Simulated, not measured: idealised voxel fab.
The document below concerns the process module designated voxel ribs on slabs.
The cross-section shown here is cut; it is 240 nm wide and divided into square cells measuring 5 nm on a side.
Cross-section, as written here: a square-cell grid given band by band from the top down, where a band holds one or more rows of cells. In this notation a band is specified by the heights of its top and bottom, in that order and in nm, after which its materials appear from left to right, each paired with its width in nm. The word "throughout" attached to a single material means that material fills the band from edge to edge; the word "blank" stands for empty space. Heights are reckoned from 0. Under this level, the received wafer is all of one material. The bottommost band is open-ended downward, for example "0 nm and below". Per-row width for "30 to 40": begins at first number (top row of band), ends at second number (bottom row), increment between rows held constant. "nothing was modified" after a step means that no cell of the cross-section changed. "Sealed-off cavities" specifies each empty space that is not open to the top and that occupies no fewer than 8 cells, using the form width x height at distance, the distance measured from the left edge and all three quantities in nm. On a step's line, text after the settings is the simulator commenting on that step. The "overlay nm" setting may appear on a step's line; for a step that uses a mask, it gives how far to the right of its planned position the mask lay, and a negative value indicates the left.
-- Process steps (planned)
1) RECEIVE, material Si
2) DIRECTIONAL_DEP, material SiO2, thk nm 30
3) DIRECTIONAL_DEP, material SiN, thk nm 25
4) DIRECTIONAL_DEP, material aC, thk nm 10
5) PATTERN, tone cover, mask id RIB, material resist, width nm 25, thk nm 25, overlay nm 0
6) DIRECTIONAL_ETCH, etch materials aC, depth nm 10
7) STRIP, etch materials resist
8) DIRECTIONAL_ETCH, etch materials SiN, depth nm 5
9) STRIP, etch materials aC
10) PATTERN, tone cover, mask id SLAB, material resist, width nm 85, thk nm 20, overlay nm 0
11) DIRECTIONAL_ETCH, etch materials SiN, depth nm 15
12) STRIP, etch materials resist
13) FILL_DEP, material SiO2, thk nm 30
14) CMP, height nm 75
15) DIRECTIONAL_DEP, material W, thk nm 10
16) DIRECTIONAL_DEP, material aC, thk nm 15
17) PATTERN, tone cover, mask id HEATER, material resist, width nm 35, thk nm 35, overlay nm 0
18) DIRECTIONAL_ETCH, etch materials aC, depth nm 15
19) STRIP, etch materials resist
20) DIRECTIONAL_ETCH, etch materials W, depth nm 10
21) STRIP, etch materials aC
22) CONFORMAL_DEP, material SiN, thk nm 10
Across this set of wafers, the varied parameter is the depth nm of step 8. Starting conditions are identical for every wafer, and the plan reports the value assigned to the first wafer.
-- Cross-section of the first of several wafers on receipt, reflecting completion of step 1
* 0 nm and below  Si throughout
* Sealed-off cavities: none
-- Quick key for the table: a row per wafer, taken at the end of the module. For each material it tells you how many cells the wafer gained (+) or lost (-) since it came in, and the closed voids come after
depth nm 5 | +208 SiN | +616 SiO2 | +14 W | Sealed-off cavities: none
depth nm 10 | +165 SiN | +659 SiO2 | +14 W | Sealed-off cavities: none
depth nm 15 | +153 SiN | +671 SiO2 | +14 W | Sealed-off cavities: none
depth nm 20 | +141 SiN | +683 SiO2 | +14 W | Sealed-off cavities: none
depth nm 25 | +129 SiN | +695 SiO2 | +14 W | Sealed-off cavities: none
